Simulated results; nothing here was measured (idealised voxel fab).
This section sets out a process module, namely voxel capacitor over wiring.
The width of the displayed cross-section, cut, is 245 nm; its cells are square, with a size of 5 nm.
Cross-sections here: square-cell grids, written as top-down lists of bands, a band being one or more rows of cells.
Quick guide to a band line: top height, bottom height (nm) up front; then every material left to right with its width in nm. Only one material and it's marked "edge to edge"? Then it fills the band edge to edge. And "air" just means empty space.
Below 0: as-received wafer, all one material; heights counted from there. Lowest band: no bottom, goes on down, written "0 and below".
Think of "30..40" as a width that walks from the first number to the second as you go down the band, top row to bottom row, taking equal-sized steps from row to row.
The designation "no modification", where it is given for a processing step, indicates that no cell of the cross-section was altered in the course of that step.
The entry "Closed void list" lists the empty spaces that cover at least 8 cells and have no open path to the top. Each is written as width x height at distance, where the distance is measured from the left edge and all three values are in nm.
The remark found on a step's line after its settings is issued by the simulator itself and pertains to that step.
For masked steps, "overlay nm" on the step line gives how far right of plan the mask actually lay; a minus sign means it lay to the left.

**Set out below are the planned steps of the process**
1: RECEIVE: material Si
2: CONFORMAL_DEP: material SiO2, thk nm 15
3: DIRECTIONAL_DEP: material TiN, thk nm 5
4: DIRECTIONAL_DEP: material W, thk nm 20
5: DIRECTIONAL_DEP: material aC, thk nm 15
6: PATTERN: tone cover, mask id METAL_1, material resist, width nm 30, pitch nm 90, thk nm 35, overlay nm 0
7: DIRECTIONAL_ETCH: etch materials aC, depth nm 15
8: STRIP: etch materials resist
9: DIRECTIONAL_ETCH: etch materials W, depth nm 20
10: DIRECTIONAL_ETCH: etch materials TiN, depth nm 5
11: STRIP: etch materials aC
12: FILL_DEP: material lowk, thk nm 5
13: CMP: height nm 40
14: CONFORMAL_DEP: material SiCN, thk nm 5
15: DIRECTIONAL_DEP: material lowk, thk nm 10
16: DIRECTIONAL_DEP: material aC, thk nm 10
17: PATTERN: tone open, mask id PLUG_1, material resist, width nm 15, thk nm 25, overlay nm 0
18: DIRECTIONAL_ETCH: etch materials aC, depth nm 10
19: STRIP: etch materials resist
20: DIRECTIONAL_ETCH: etch materials lowk, depth nm 10
21: DIRECTIONAL_ETCH: etch materials SiCN, depth nm 5
22: STRIP: etch materials aC
23: EPI: material Ru, thk nm 10
24: EPI: material Ru, thk nm 5
25: DIRECTIONAL_DEP: material TiN, thk nm 5
26: DIRECTIONAL_DEP: material Al2O3, thk nm 5
27: DIRECTIONAL_DEP: material TiN, thk nm 5
28: PATTERN: tone cover, mask id UPPER_PLATE, material resist, width nm 65, thk nm 15, overlay nm 0
29: DIRECTIONAL_ETCH: etch materials TiN, depth nm 5
30: DIRECTIONAL_ETCH: etch materials Al2O3, depth nm 5
31: STRIP: etch materials resist
32: DIRECTIONAL_DEP: material aC, thk nm 10
33: PATTERN: tone cover, mask id LOWER_PLATE, material resist, width nm 75, thk nm 30, overlay nm 0
34: DIRECTIONAL_ETCH: etch materials aC, depth nm 10
35: STRIP: etch materials resist
36: DIRECTIONAL_ETCH: etch materials TiN, depth nm 5
37: STRIP: etch materials aC
38: FILL_DEP: material SiO2, thk nm 15
39: CMP: height nm 80
40: PATTERN: tone open, mask id PLUG_2, material resist, width nm 15, thk nm 15, overlay nm 0
41: DIRECTIONAL_ETCH: etch materials SiO2, depth nm 10
42: STRIP: etch materials resist
43: CONFORMAL_DEP: material TiN, thk nm 5
44: FILL_DEP: material Cu, thk nm 10
45: CMP: height nm 80
46: CONFORMAL_DEP: material SiN, thk nm 5

**Incoming wafer, cross-sectional view, post step 1**
    0 and below = Si edge to edge
    Closed void list: none

**Sectioned view, first of two wafers, at the close of the module, processed as intended in the plan**
    85 down to 80 = SiN edge to edge
    80 down to 75 = SiO2: 85, then TiN: 5, then Cu: 5, then TiN: 5, then SiO2: 145
    75 down to 65 = SiO2: 85..75, then TiN: 15..65, then SiO2: 145..105
    65 down to 60 = SiO2: 75, then Al2O3: 65, then SiO2: 105
    60 down to 55 = SiO2: 70, then TiN: 75, then SiO2: 100
    55 down to 45 = lowk: 75, then Ru: 15, then lowk: 155
    45 down to 40 = SiCN: 75, then Ru: 15, then SiCN: 155
    40 down to 20 = lowk: 60, then W: 30, then lowk: 60, then W: 30, then lowk: 65
    20 down to 15 = lowk: 60, then TiN: 30, then lowk: 60, then TiN: 30, then lowk: 65
    15 down to 0 = SiO2 edge to edge
    0 and below = Si edge to edge
    Closed void list: none

**Wafer two cross-section, module end. Start and plan unchanged from wafer one; one mistake made during the run**
    85 down to 80 = SiN edge to edge
    80 down to 75 = SiO2: 80, then TiN: 5, then Cu: 5, then TiN: 5, then SiO2: 150
    75 down to 65 = SiO2: 80..75, then TiN: 15..65, then SiO2: 150..105
    65 down to 60 = SiO2: 75, then Al2O3: 65, then SiO2: 105
    60 down to 55 = SiO2: 70, then TiN: 75, then SiO2: 100
    55 down to 45 = lowk: 75, then Ru: 15, then lowk: 155
    45 down to 40 = SiCN: 75, then Ru: 15, then SiCN: 155
    40 down to 20 = lowk: 60, then W: 30, then lowk: 60, then W: 30, then lowk: 65
    20 down to 15 = lowk: 60, then TiN: 30, then lowk: 60, then TiN: 30, then lowk: 65
    15 down to 0 = SiO2 edge to edge
    0 and below = Si edge to edge
    Closed void list: none
Which mistake was made when the wafer was run? step 40 went in with a setting other than planned; the actual run was PATTERN: tone open, mask id PLUG_2, material resist, width nm 15, thk nm 15, overlay nm -5
Final state: per-material cell counts identical on both wafers; locations differ.
